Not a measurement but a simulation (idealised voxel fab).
The following process module bears the name voxel plated lines.
240 nm wide, 5 nm square cells: that's cross-section cut.
A cross-section in this document is a grid of square cells, and it is written down as bands, the top band listed before the ones below it; a band is made up of one or more rows of cells.
Look at the band entry: it leads with the top's height and the bottom's height in nm. Then it lists the materials left to right, with a width in nm for each. The word "full width" on a single material says that material fills the band edge to edge. The word "air" is empty space.
For the purposes of this specification, 0 denotes the height below which the wafer in its as-received condition is composed wholly of one material, and the lowermost band, lacking a lower limit, extends downward without end, as expressed in "0 nm and below".
A width such as "30->40" changes by the same amount from each row of cells to the next, from the band's top row to its bottom row.
"all unchanged", as given for a step, is the statement that not any cell of the cross-section underwent a change during that step.
Enclosed voids (no open way to top), threshold 8 cells or more, entry "Unvented voids", notation width x height at distance, distance from left edge, nm.
On each step's line, the part that comes after the settings is the simulator's own comment on the step.
The optional step-line setting "overlay nm" applies to steps with a mask and quantifies how far to the right of its planned location the mask lay, a negative value indicating leftward placement.
Steps planned for the process:
1: RECEIVE [material Si]
2: CONFORMAL_DEP [material SiO2] [thk nm 5]
3: DIRECTIONAL_DEP [material TiN] [thk nm 5]
4: PATTERN [tone open] [mask id LINES] [material resist] [width nm 25] [pitch nm 50] [thk nm 25] [overlay nm 0]
5: EPI [material Ru] [thk nm 5]
6: EPI [material Ru] [thk nm 10]
7: STRIP [etch materials resist]
8: DIRECTIONAL_ETCH [etch materials TiN] [depth nm 5]
9: CONFORMAL_DEP [material SiCN] [thk nm 5]
Account of the first of two wafers, which was processed as intended:
As-received state of the wafer in cross-section, equivalent to post-step 1:
  0 nm and below = Si full width
  Unvented voids: none
Cross-section through the wafer, step 2 finished:
  5 nm to 0 nm = SiO2 full width
  Rest of section, below 0: as before.
Cross-section through the wafer, step 3 finished:
  10 nm to 5 nm = TiN full width
  Rest of section, below 5: as before.
Cross-section through the wafer, step 4 finished:
  35 nm to 10 nm = resist 55 nm / air 25 nm / resist 25 nm / air 25 nm / resist 25 nm / air 25 nm / resist 60 nm
  Rest of section, below 10: as before.
Cross-section through the wafer, step 5 finished:
  35 nm to 15 nm = resist 55 nm / air 25 nm / resist 25 nm / air 25 nm / resist 25 nm / air 25 nm / resist 60 nm
  15 nm to 10 nm = resist 55 nm / Ru 25 nm / resist 25 nm / Ru 25 nm / resist 25 nm / Ru 25 nm / resist 60 nm
  Rest of section, below 10: as before.
Cross-section through the wafer, step 6 finished:
  35 nm to 25 nm = resist 55 nm / air 25 nm / resist 25 nm / air 25 nm / resist 25 nm / air 25 nm / resist 60 nm
  25 nm to 10 nm = resist 55 nm / Ru 25 nm / resist 25 nm / Ru 25 nm / resist 25 nm / Ru 25 nm / resist 60 nm
  Rest of section, below 10: as before.
Cross-section through the wafer, step 7 finished:
  25 nm to 10 nm = air 55 nm / Ru 25 nm / air 25 nm / Ru 25 nm / air 25 nm / Ru 25 nm / air 60 nm
  Rest of section, below 10: as before.
Cross-section through the wafer, step 8 finished:
  25 nm to 10 nm = air 55 nm / Ru 25 nm / air 25 nm / Ru 25 nm / air 25 nm / Ru 25 nm / air 60 nm
  10 nm to 5 nm = air 55 nm / TiN 25 nm / air 25 nm / TiN 25 nm / air 25 nm / TiN 25 nm / air 60 nm
  Rest of section, below 5: as before.
Cross-section through the wafer, step 9 finished:
  30 nm to 25 nm = air 50 nm / SiCN 35 nm / air 15 nm / SiCN 35 nm / air 15 nm / SiCN 35 nm / air 55 nm
  25 nm to 10 nm = air 50 nm / SiCN 5 nm / Ru 25 nm / SiCN 5 nm / air 15 nm / SiCN 5 nm / Ru 25 nm / SiCN 5 nm / air 15 nm / SiCN 5 nm / Ru 25 nm / SiCN 5 nm / air 55 nm
  10 nm to 5 nm = SiCN 55 nm / TiN 25 nm / SiCN 25 nm / TiN 25 nm / SiCN 25 nm / TiN 25 nm / SiCN 60 nm
  Rest of section, below 5: as before.
The remaining wafer, second of the two, started like the first and was run to the same plan, except that one mistake was made along the way; the two coincide through step 3, inclusive:
Second wafer: cross-section at the scheduled end of step 4:
  35 nm to 10 nm = air 55 nm / resist 25 nm / air 25 nm / resist 25 nm / air 25 nm / resist 25 nm / air 60 nm
  Rest of section, below 10: as before.
Second wafer: cross-section at the scheduled end of step 5:
  35 nm to 15 nm = air 55 nm / resist 25 nm / air 25 nm / resist 25 nm / air 25 nm / resist 25 nm / air 60 nm
  15 nm to 10 nm = Ru 55 nm / resist 25 nm / Ru 25 nm / resist 25 nm / Ru 25 nm / resist 25 nm / Ru 60 nm
  Rest of section, below 10: as before.
Second wafer: cross-section at the scheduled end of step 6:
  35 nm to 25 nm = air 55 nm / resist 25 nm / air 25 nm / resist 25 nm / air 25 nm / resist 25 nm / air 60 nm
  25 nm to 10 nm = Ru 55 nm / resist 25 nm / Ru 25 nm / resist 25 nm / Ru 25 nm / resist 25 nm / Ru 60 nm
  Rest of section, below 10: as before.
Second wafer: cross-section at the scheduled end of step 7:
  25 nm to 10 nm = Ru 55 nm / air 25 nm / Ru 25 nm / air 25 nm / Ru 25 nm / air 25 nm / Ru 60 nm
  Rest of section, below 10: as before.
Second wafer: cross-section at the scheduled end of step 8:
  25 nm to 10 nm = Ru 55 nm / air 25 nm / Ru 25 nm / air 25 nm / Ru 25 nm / air 25 nm / Ru 60 nm
  10 nm to 5 nm = TiN 55 nm / air 25 nm / TiN 25 nm / air 25 nm / TiN 25 nm / air 25 nm / TiN 60 nm
  Rest of section, below 5: as before.
Second wafer: cross-section at the scheduled end of step 9:
  30 nm to 25 nm = SiCN 60 nm / air 15 nm / SiCN 35 nm / air 15 nm / SiCN 35 nm / air 15 nm / SiCN 65 nm
  25 nm to 10 nm = Ru 55 nm / SiCN 5 nm / air 15 nm / SiCN 5 nm / Ru 25 nm / SiCN 5 nm / air 15 nm / SiCN 5 nm / Ru 25 nm / SiCN 5 nm / air 15 nm / SiCN 5 nm / Ru 60 nm
  10 nm to 5 nm = TiN 55 nm / SiCN 25 nm / TiN 25 nm / SiCN 25 nm / TiN 25 nm / SiCN 25 nm / TiN 60 nm
  Rest of section, below 5: as before.
what went wrong: step 4 changed vs plan, executed as PATTERN [tone cover] [mask id LINES] [material resist] [width nm 25] [pitch nm 50] [thk nm 25] [overlay nm 0]
The final cell counts differ between the wafers, with the second having more or fewer of some materials than the first: Ru +54; TiN +18
